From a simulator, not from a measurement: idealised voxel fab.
process module | voxel transistor to metal
cross-section cut | 185 nm wide | cells 5 nm
A cross-section is a grid of square cells, given in bands from the top down. A band is one or more rows of cells.
Each band's line starts with the height of the band's top and of its bottom, in nm. Then come its materials from left to right, each with its width in nm. One material with "throughout" fills the band from edge to edge. "air" is empty space.
Height 0 is the level under which the wafer as received is all one material. The lowest band goes on downwards, as in "0 down".
A width such as "30 to 40" changes by the same amount from each row of cells to the next, from the band's top row to its bottom row.
"no change" after a step means that no cell of the cross-section changed.
closed voids: empty space of 8 cells or more with no open way to the top, each as width x height at its distance from the left edge, in nm
after a step's settings: what the simulator itself notes on the step
overlay nm, on a step with a mask: how far to the right of its planned place the mask lay; to the left if negative
plan
1 op RECEIVE | material Si
2 op OXIDIZE | depth nm 5
3 op CONFORMAL_DEP | material SiN | thk nm 10
4 op DIRECTIONAL_DEP | material aC | thk nm 10
5 op PATTERN | tone cover | mask id ACTIVE | material resist | width nm 120 | thk nm 25 | overlay nm 0
6 op DIRECTIONAL_ETCH | etch materials aC | depth nm 10
7 op STRIP | etch materials resist
8 op DIRECTIONAL_ETCH | etch materials SiN | depth nm 10
9 op DIRECTIONAL_ETCH | etch materials SiO2 | depth nm 5
10 op DIRECTIONAL_ETCH | etch materials Si | depth nm 20
11 op STRIP | etch materials aC
12 op OXIDIZE | depth nm 5
13 op FILL_DEP | material SiO2 | thk nm 5
14 op CMP | height nm 10
15 op SELECTIVE_ETCH | etch materials SiO2 | depth nm 5
16 op STRIP | etch materials SiN
17 op SELECTIVE_ETCH | etch materials SiO2 | depth nm 5
18 op OXIDIZE | depth nm 5
19 op DIRECTIONAL_DEP | material polySi | thk nm 25
20 op DIRECTIONAL_DEP | material SiCN | thk nm 10
21 op PATTERN | tone cover | mask id GATE | material resist | width nm 30 | thk nm 15 | overlay nm 0
22 op DIRECTIONAL_ETCH | etch materials SiCN | depth nm 20
23 op DIRECTIONAL_ETCH | etch materials polySi | depth nm 35
24 op STRIP | etch materials resist
25 op CONFORMAL_DEP | material SiO2 | thk nm 5
26 op DIRECTIONAL_ETCH | etch materials SiO2 | depth nm 5
27 op CONFORMAL_DEP | material SiN | thk nm 5
28 op DIRECTIONAL_ETCH | etch materials SiN | depth nm 5
29 op DIRECTIONAL_ETCH | etch materials SiO2 | depth nm 5
30 op DIRECTIONAL_ETCH | etch materials Si | depth nm 5
31 op EPI | material SiGe | thk nm 5
32 op FILL_DEP | material SiO2 | thk nm 5
33 op CMP | height nm 20
34 op STRIP | etch materials polySi
35 op SELECTIVE_ETCH | etch materials SiO2 | depth nm 5
36 op CONFORMAL_DEP | material HfO2 | thk nm 5
37 op CONFORMAL_DEP | material TiN | thk nm 5
38 op FILL_DEP | material W | thk nm 5
39 op CMP | height nm 15
40 op DIRECTIONAL_DEP | material SiO2 | thk nm 15
41 op PATTERN | tone open | mask id CONTACT | material resist | width nm 15 | pitch nm 85 | thk nm 15 | overlay nm 0
42 op DIRECTIONAL_ETCH | etch materials SiO2 | depth nm 40
43 op STRIP | etch materials resist
44 op CONFORMAL_DEP | material TiN | thk nm 5
45 op FILL_DEP | material Ru | thk nm 10
46 op CMP | height nm 30
47 op CONFORMAL_DEP | material SiN | thk nm 5
48 op DIRECTIONAL_DEP | material SiO2 | thk nm 25
49 op PATTERN | tone open | mask id METAL_1 | material resist | width nm 15 | pitch nm 85 | thk nm 20 | overlay nm 0
50 op DIRECTIONAL_ETCH | etch materials SiO2 | depth nm 25
51 op DIRECTIONAL_ETCH | etch materials SiN | depth nm 5
52 op STRIP | etch materials resist
53 op CONFORMAL_DEP | material TiN | thk nm 5
54 op FILL_DEP | material Cu | thk nm 10
55 op CMP | height nm 60
56 op CONFORMAL_DEP | material SiCN | thk nm 5
as received, after step 1
  0 down: Si throughout
  closed voids: none
a wafer at the end: this start, this plan, one mistake
  65 to 60: SiCN throughout
  60 to 35: SiO2 40 | TiN 5 | Cu 5 | TiN 5 | SiO2 70 | TiN 5 | Cu 5 | TiN 5 | SiO2 45
  35 to 30: SiN 40 | TiN 15 | SiN 70 | TiN 15 | SiN 45
  30 to 15: SiO2 40 | TiN 5 | Ru 5 | TiN 5 | SiO2 70 | TiN 5 | Ru 5 | TiN 5 | SiO2 45
  15 to 5: SiO2 40 | TiN 5 | Ru 5 | TiN 5 | SiO2 10 | SiN 5 | HfO2 5 | TiN 5 | W 20 | TiN 5 | HfO2 5 | SiN 5 | SiO2 10 | TiN 5 | Ru 5 | TiN 5 | SiO2 45
  5 to 0: SiO2 40 | TiN 5 | Ru 5 | TiN 5 | SiO2 10 | SiN 5 | HfO2 5 | TiN 30 | HfO2 5 | SiN 5 | SiO2 10 | TiN 5 | Ru 5 | TiN 5 | SiO2 45
  0 to -5: SiO2 25 | SiN 5 | SiO2 10 | TiN 5 | Ru 5 | TiN 5 | SiO2 15 | HfO2 40 | SiO2 15 | TiN 5 | Ru 5 | TiN 5 | SiO2 10 | SiN 5 | SiO2 30
  -5 to -10: SiO2 40 | TiN 15 | SiO2 70 | TiN 15 | SiO2 45
  -10 to -15: SiGe 25 | SiO2 130 | SiGe 30
  -15 to -30: Si 25 | SiO2 130 | Si 30
  -30 down: Si throughout
  closed voids: none
what went wrong: step 5 ran as: op PATTERN | tone open | mask id ACTIVE | material resist | width nm 120 | thk nm 25 | overlay nm 0
